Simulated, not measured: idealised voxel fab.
The process module that follows is named voxel capacitor over wiring.
In the cross-section labelled cut, the width is 205 nm and each square cell is 5 nm.
Just so we're on the same page, the cross-sections are grids of square cells, and they're listed out in bands top to bottom, each band one or more rows deep. In this notation a band is specified by the heights of its top and bottom, in that order and in nm, after which its materials appear from left to right, each paired with its width in nm. The word "everywhere" attached to a single material means that material fills the band from edge to edge; the word "blank" stands for empty space. For the purposes of this specification, 0 denotes the height below which the wafer in its as-received condition is composed wholly of one material, and the lowermost band, lacking a lower limit, extends downward without end, as expressed in "0..down". Note: "30 to 40" means the width goes from the first number (top row of the band) to the second number (bottom row) in equal steps per row of cells. "everything unchanged" means the step left every cell of the cross-section as it was. Entry "Sealed-off cavities". Content: empty spaces with no open connection to the top, size 8 cells or greater. Each: width x height at distance. Distance: from left edge. Unit: nm. If you see something after the settings on a step's line, that's the simulator's own remark about that step. Among the settings permitted on a step's line is "overlay nm"; applied to a step with a mask, it specifies the extent to which the mask lay to the right of its planned position, whereas a negative figure signifies a position to the left.
Process steps (planned):
1 RECEIVE (material Si)
2 CONFORMAL_DEP (material SiO2; thk nm 10)
3 DIRECTIONAL_DEP (material TiN; thk nm 5)
4 DIRECTIONAL_DEP (material W; thk nm 15)
5 MASKED_ETCH (tone cover; mask id METAL_1; width nm 25; pitch nm 90; etch materials W; depth nm 15; overlay nm 0)
6 MASKED_ETCH (tone cover; mask id METAL_1; width nm 25; pitch nm 90; etch materials TiN; depth nm 5; overlay nm 0)
7 FILL_DEP (material lowk; thk nm 10)
8 CMP (height nm 30)
9 CONFORMAL_DEP (material SiCN; thk nm 5)
10 DIRECTIONAL_DEP (material SiO2; thk nm 10)
11 DIRECTIONAL_DEP (material aC; thk nm 15)
12 PATTERN (tone open; mask id PLUG_1; material resist; width nm 15; thk nm 30; overlay nm 0)
13 DIRECTIONAL_ETCH (etch materials aC; depth nm 15)
14 STRIP (etch materials resist)
15 DIRECTIONAL_ETCH (etch materials SiO2; depth nm 10)
16 DIRECTIONAL_ETCH (etch materials SiCN; depth nm 5)
17 STRIP (etch materials aC)
18 EPI (material Ru; thk nm 10)
19 EPI (material Ru; thk nm 5)
20 DIRECTIONAL_DEP (material TiN; thk nm 10)
21 DIRECTIONAL_DEP (material SiN; thk nm 5)
22 DIRECTIONAL_DEP (material TiN; thk nm 5)
23 PATTERN (tone cover; mask id UPPER_PLATE; material resist; width nm 70; thk nm 15; overlay nm 0)
24 DIRECTIONAL_ETCH (etch materials TiN; depth nm 5)
25 DIRECTIONAL_ETCH (etch materials SiN; depth nm 5)
26 STRIP (etch materials resist)
27 PATTERN (tone cover; mask id LOWER_PLATE; material resist; width nm 80; thk nm 15; overlay nm 0)
28 DIRECTIONAL_ETCH (etch materials TiN; depth nm 10)
29 STRIP (etch materials resist)
30 FILL_DEP (material SiO2; thk nm 15)
31 CMP (height nm 75)
32 MASKED_ETCH (tone open; mask id PLUG_2; width nm 15; etch materials SiO2; depth nm 10; overlay nm 0)
33 CONFORMAL_DEP (material TiN; thk nm 5)
34 FILL_DEP (material Cu; thk nm 5)
35 CMP (height nm 75)
36 CONFORMAL_DEP (material SiN; thk nm 5)
First wafer out of two, processed as planned:
Wafer at receipt (post step 1), cross-section:
* 0..down: Si everywhere
* Sealed-off cavities: none
Sectional view: wafer, after step 2:
* 10..0: SiO2 everywhere
* Anything lower than 0 is untouched.
Sectional view: wafer, after step 3:
* 15..10: TiN everywhere
* Anything lower than 10 is untouched.
Sectional view: wafer, after step 4:
* 30..15: W everywhere
* Anything lower than 15 is untouched.
Sectional view: wafer, after step 5:
* 30..15: 45 blank | 25 W | 65 blank | 25 W | 45 blank
* Anything lower than 15 is untouched.
Sectional view: wafer, after step 6:
* 30..15: 45 blank | 25 W | 65 blank | 25 W | 45 blank
* 15..10: 45 blank | 25 TiN | 65 blank | 25 TiN | 45 blank
* Anything lower than 10 is untouched.
Sectional view: wafer, after step 7:
* 40..30: lowk everywhere
* 30..15: 45 lowk | 25 W | 65 lowk | 25 W | 45 lowk
* 15..10: 45 lowk | 25 TiN | 65 lowk | 25 TiN | 45 lowk
* Anything lower than 10 is untouched.
Sectional view: wafer, after step 8:
* 30..15: 45 lowk | 25 W | 65 lowk | 25 W | 45 lowk
* Anything lower than 15 is untouched.
Sectional view: wafer, after step 9:
* 35..30: SiCN everywhere
* Anything lower than 30 is untouched.
Sectional view: wafer, after step 10:
* 45..35: SiO2 everywhere
* Anything lower than 35 is untouched.
Sectional view: wafer, after step 11:
* 60..45: aC everywhere
* Anything lower than 45 is untouched.
Sectional view: wafer, after step 12:
* 90..60: 55 resist | 15 blank | 135 resist
* Anything lower than 60 is untouched.
Sectional view: wafer, after step 13:
* 75..60: 55 resist | 15 blank | 135 resist
* 60..45: 55 aC | 15 blank | 135 aC
* Anything lower than 45 is untouched.
Sectional view: wafer, after step 14:
* 60..45: 55 aC | 15 blank | 135 aC
* Anything lower than 45 is untouched.
Sectional view: wafer, after step 15:
* 60..45: 55 aC | 15 blank | 135 aC
* 45..35: 55 SiO2 | 15 blank | 135 SiO2
* Anything lower than 35 is untouched.
Sectional view: wafer, after step 16:
* 60..45: 55 aC | 15 blank | 135 aC
* 45..35: 55 SiO2 | 15 blank | 135 SiO2
* 35..30: 55 SiCN | 15 blank | 135 SiCN
* Anything lower than 30 is untouched.
Sectional view: wafer, after step 17:
* 45..35: 55 SiO2 | 15 blank | 135 SiO2
* Anything lower than 35 is untouched.
Sectional view: wafer, after step 18:
* 45..40: 55 SiO2 | 15 blank | 135 SiO2
* 40..35: 55 SiO2 | 15 Ru | 135 SiO2
* 35..30: 55 SiCN | 15 Ru | 135 SiCN
* Anything lower than 30 is untouched.
Sectional view: wafer, after step 19:
* 45..35: 55 SiO2 | 15 Ru | 135 SiO2
* Anything lower than 35 is untouched.
Sectional view: wafer, after step 20:
* 55..45: TiN everywhere
* Anything lower than 45 is untouched.
Sectional view: wafer, after step 21:
* 60..55: SiN everywhere
* Anything lower than 55 is untouched.
Sectional view: wafer, after step 22:
* 65..60: TiN everywhere
* Anything lower than 60 is untouched.
Sectional view: wafer, after step 23:
* 80..65: 55 blank | 70 resist | 80 blank
* Anything lower than 65 is untouched.
Sectional view: wafer, after step 24:
* 80..65: 55 blank | 70 resist | 80 blank
* 65..60: 55 blank | 70 TiN | 80 blank
* Anything lower than 60 is untouched.
Sectional view: wafer, after step 25:
* 80..65: 55 blank | 70 resist | 80 blank
* 65..60: 55 blank | 70 TiN | 80 blank
* 60..55: 55 blank | 70 SiN | 80 blank
* Anything lower than 55 is untouched.
Sectional view: wafer, after step 26:
* 65..60: 55 blank | 70 TiN | 80 blank
* Anything lower than 60 is untouched.
Sectional view: wafer, after step 27:
* 80..65: 50 blank | 80 resist | 75 blank
* 65..60: 50 blank | 5 resist | 70 TiN | 5 resist | 75 blank
* 60..55: 50 blank | 5 resist | 70 SiN | 5 resist | 75 blank
* Anything lower than 55 is untouched.
Sectional view: wafer, after step 28:
* 80..65: 50 blank | 80 resist | 75 blank
* 65..60: 50 blank | 5 resist | 70 TiN | 5 resist | 75 blank
* 60..55: 50 blank | 5 resist | 70 SiN | 5 resist | 75 blank
* 55..45: 50 blank | 80 TiN | 75 blank
* Anything lower than 45 is untouched.
Sectional view: wafer, after step 29:
* 65..60: 55 blank | 70 TiN | 80 blank
* 60..55: 55 blank | 70 SiN | 80 blank
* Anything lower than 55 is untouched.
Sectional view: wafer, after step 30:
* 80..65: SiO2 everywhere
* 65..60: 55 SiO2 | 70 TiN | 80 SiO2
* 60..55: 55 SiO2 | 70 SiN | 80 SiO2
* 55..45: 50 SiO2 | 80 TiN | 75 SiO2
* Anything lower than 45 is untouched.
Sectional view: wafer, after step 31:
* 75..65: SiO2 everywhere
* Anything lower than 65 is untouched.
Sectional view: wafer, after step 32:
* 75..65: 65 SiO2 | 15 blank | 125 SiO2
* Anything lower than 65 is untouched.
Sectional view: wafer, after step 33:
* 80..75: 70 TiN | 5 blank | 130 TiN
* 75..70: 65 SiO2 | 5 TiN | 5 blank | 5 TiN | 125 SiO2
* 70..60: 65 to 55 SiO2 | 15 to 70 TiN | 125 to 80 SiO2
* Anything lower than 60 is untouched.
Sectional view: wafer, after step 34:
* 85..80: Cu everywhere
* 80..75: 70 TiN | 5 Cu | 130 TiN
* 75..70: 65 SiO2 | 5 TiN | 5 Cu | 5 TiN | 125 SiO2
* Anything lower than 70 is untouched.
Sectional view: wafer, after step 35:
* 75..70: 65 SiO2 | 5 TiN | 5 Cu | 5 TiN | 125 SiO2
* Anything lower than 70 is untouched.
Sectional view: wafer, after step 36:
* 80..75: SiN everywhere
* Anything lower than 75 is untouched.
Second wafer - shared start and plan with the first - one error in running - same as the first up to step 35 inclusive:
Second wafer cross-section, taken as of the time the plan sets for step 36 to be done:
* 80..75: Ru everywhere
* Anything lower than 75 is untouched.
In executing the process, a mistake was made relative to the plan: not per plan at step 36, really ran CONFORMAL_DEP (material Ru; thk nm 5)
Final comparison by cell count, materials where the second wafer has more or fewer than the first: +41 Ru | -41 SiN
